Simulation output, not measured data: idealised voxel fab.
Herein follows the process module entitled voxel capacitor over wiring.
We display cut, a cross-section 245 nm in width whose square cells are each 5 nm.
When this document writes out a cross-section, it uses a grid of square cells and lists it as bands, beginning at the top and moving down, with a band standing for one or more rows of cells.
First you get the band's top height and its bottom height, in nm, and then the materials it's made of, left to right, with each width in nm. If you see a single material with "edge to edge", that one covers the band edge to edge. "air" is empty space.
We count height from 0. Below that, the starting wafer is all one material. The lowest band never ends at the bottom but goes on down; see "0 down" for how that is written.
Think of "30 to 40" as a width that walks from the first number to the second as you go down the band, top row to bottom row, taking equal-sized steps from row to row.
It should be understood that the words "remained the same", when stated for a given step, signify that the cross-section underwent no change in any of its cells during that step.
"Enclosed empty spaces" lists enclosed empty spaces (at least 8 cells, no open path upward to the top), each as width x height at distance from the left edge, in nm.
after a step's settings: what the simulator itself notes on the step
overlay nm: on a step with a mask, how far right of its planned place the mask lay; negative means left.
## The steps planned for the process are as follows
1. RECEIVE: material Si
2. CONFORMAL_DEP: material SiO2, thk nm 10
3. CONFORMAL_DEP: material SiN, thk nm 5
4. DIRECTIONAL_DEP: material SiO2, thk nm 15
5. DIRECTIONAL_DEP: material aC, thk nm 15
6. PATTERN: tone open, mask id METAL_1, material resist, width nm 25, pitch nm 75, thk nm 30, overlay nm 0
7. DIRECTIONAL_ETCH: etch materials aC, depth nm 15
8. STRIP: etch materials resist
9. DIRECTIONAL_ETCH: etch materials SiO2, depth nm 15
10. DIRECTIONAL_ETCH: etch materials SiN, depth nm 5
11. STRIP: etch materials aC
12. CONFORMAL_DEP: material TiN, thk nm 5
13. FILL_DEP: material Cu, thk nm 5
14. CMP: height nm 30
15. CONFORMAL_DEP: material SiCN, thk nm 5
16. DIRECTIONAL_DEP: material lowk, thk nm 15
17. PATTERN: tone open, mask id PLUG_1, material resist, width nm 15, thk nm 20, overlay nm 0
18. DIRECTIONAL_ETCH: etch materials lowk, depth nm 15
19. DIRECTIONAL_ETCH: etch materials SiCN, depth nm 5
20. STRIP: etch materials resist
21. CONFORMAL_DEP: material TiN, thk nm 5
22. FILL_DEP: material Ru, thk nm 10
23. CMP: height nm 50
24. DIRECTIONAL_DEP: material TiN, thk nm 10
25. DIRECTIONAL_DEP: material HfO2, thk nm 5
26. DIRECTIONAL_DEP: material TiN, thk nm 10
27. MASKED_ETCH: tone cover, mask id UPPER_PLATE, width nm 55, etch materials TiN, depth nm 10, overlay nm 0
28. MASKED_ETCH: tone cover, mask id UPPER_PLATE, width nm 55, etch materials HfO2, depth nm 5, overlay nm 0
29. PATTERN: tone cover, mask id LOWER_PLATE, material resist, width nm 65, thk nm 20, overlay nm 0
30. DIRECTIONAL_ETCH: etch materials TiN, depth nm 10
31. STRIP: etch materials resist
32. FILL_DEP: material SiO2, thk nm 15
33. CMP: height nm 85
34. DIRECTIONAL_DEP: material aC, thk nm 10
35. PATTERN: tone open, mask id PLUG_2, material resist, width nm 15, thk nm 30, overlay nm 0
36. DIRECTIONAL_ETCH: etch materials aC, depth nm 10
37. STRIP: etch materials resist
38. DIRECTIONAL_ETCH: etch materials SiO2, depth nm 10
39. STRIP: etch materials aC
40. CONFORMAL_DEP: material TiN, thk nm 5
41. FILL_DEP: material Ru, thk nm 10
42. CMP: height nm 85
43. CONFORMAL_DEP: material SiN, thk nm 5
## Cross-section, incoming material, after step 1
0 down = Si edge to edge
Enclosed empty spaces: none
## Final wafer profile in cross-section after the module, from the same start and plan as above, with one mistake made during processing
90 to 85 = SiN edge to edge
85 to 80 = 90 of SiO2, 5 of TiN, 5 of Ru, 5 of TiN, 140 of SiO2
80 to 75 = 90 of SiO2, 15 of TiN, 140 of SiO2
75 to 65 = 80 of SiO2, 55 of TiN, 110 of SiO2
65 to 60 = 80 of SiO2, 55 of HfO2, 110 of SiO2
60 to 50 = 70 of SiO2, 65 of TiN, 110 of SiO2
50 to 35 = 80 of lowk, 5 of TiN, 5 of Ru, 5 of TiN, 150 of lowk
35 to 30 = 80 of SiCN, 15 of TiN, 150 of SiCN
30 to 15 = 70 of SiO2, 5 of TiN, 15 of Cu, 5 of TiN, 50 of SiO2, 5 of TiN, 15 of Cu, 5 of TiN, 75 of SiO2
15 to 10 = 70 of SiN, 25 of TiN, 50 of SiN, 25 of TiN, 75 of SiN
10 to 0 = SiO2 edge to edge
0 down = Si edge to edge
Enclosed empty spaces: none
Run error: step 29 deviated from plan and actually ran as PATTERN: tone cover, mask id LOWER_PLATE, material resist, width nm 65, thk nm 20, overlay nm -5
